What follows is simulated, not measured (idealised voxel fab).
The following is a process module called voxel fin reveal.
FYI the section here is cut, 170 nm wide, cells are 5 nm squares.
In what follows, cross-sections appear as grids of square cells, described through bands that run from the top down, where every band is one or more rows of cells. What a band's entry tells you: where the top is and where the bottom is, as heights in nm, and after that what lies inside, material by material from left to right, each with its width in nm. Empty space is written as the word "air", and a single material marked with the word "everywhere" occupies the band from edge to edge. Heads up on the height convention: 0 is the point under which the incoming wafer is all one material, and the lowest band has no bottom, it just keeps going down, like "from 0 down". Width "30 to 40": first value at the band's top row of cells, second value at its bottom row, equal change from row to row. "nothing was modified", as given for a step, is the statement that not any cell of the cross-section underwent a change during that step. In the "Voids, sealed" entry, you get each enclosed empty space of 8 cells or more, one with no open way to the top, written width x height at distance, distance from the left edge, in nm. The remark found on a step's line after its settings is issued by the simulator itself and pertains to that step. Each step line may optionally specify "overlay nm", which for a step with a mask gives the rightward distance between the mask's planned place and where it lay, a negative value indicating the leftward direction. Layout of what follows: cross-section pairs, each bracketing one process step, the after cross-section shown only to the lowest band that changed, the step between and its settings noted under each pair. Pairs may originate in different runs of this module on the same starting wafer; a pair continues from the pair above only where its entry headed "before" says so.

## before
	from 5 to 0  25 nm SiN / 15 nm air / 20 nm SiN / 15 nm air / 20 nm SiN / 15 nm air / 20 nm SiN / 15 nm air / 25 nm SiN
	from 0 to -5  20 nm Si / 25 nm air / 10 nm Si / 25 nm air / 10 nm Si / 25 nm air / 10 nm Si / 25 nm air / 20 nm Si
	from -5 down  Si everywhere
	Voids, sealed: none

## Result of Step
	from 0 to -5  20 nm Si / 25 nm air / 10 nm Si / 25 nm air / 10 nm Si / 25 nm air / 10 nm Si / 25 nm air / 20 nm Si
	Below a height of -5, the structure has not been altered.
	Voids, sealed: none
Step between the cross-sections above: STRIP, etch materials SiN

before: same picture as after in the pair right above, so we don't repeat it.

## Result of Step
	from 5 to 0  25 nm SiO2 / 15 nm air / 20 nm SiO2 / 15 nm air / 20 nm SiO2 / 15 nm air / 20 nm SiO2 / 15 nm air / 25 nm SiO2
	from 0 to -5  20 nm Si / 25 nm SiO2 / 10 nm Si / 25 nm SiO2 / 10 nm Si / 25 nm SiO2 / 10 nm Si / 25 nm SiO2 / 20 nm Si
	Below a height of -5, the structure has not been altered.
	Voids, sealed: none
Step between the cross-sections above: CONFORMAL_DEP, material SiO2, thk nm 5
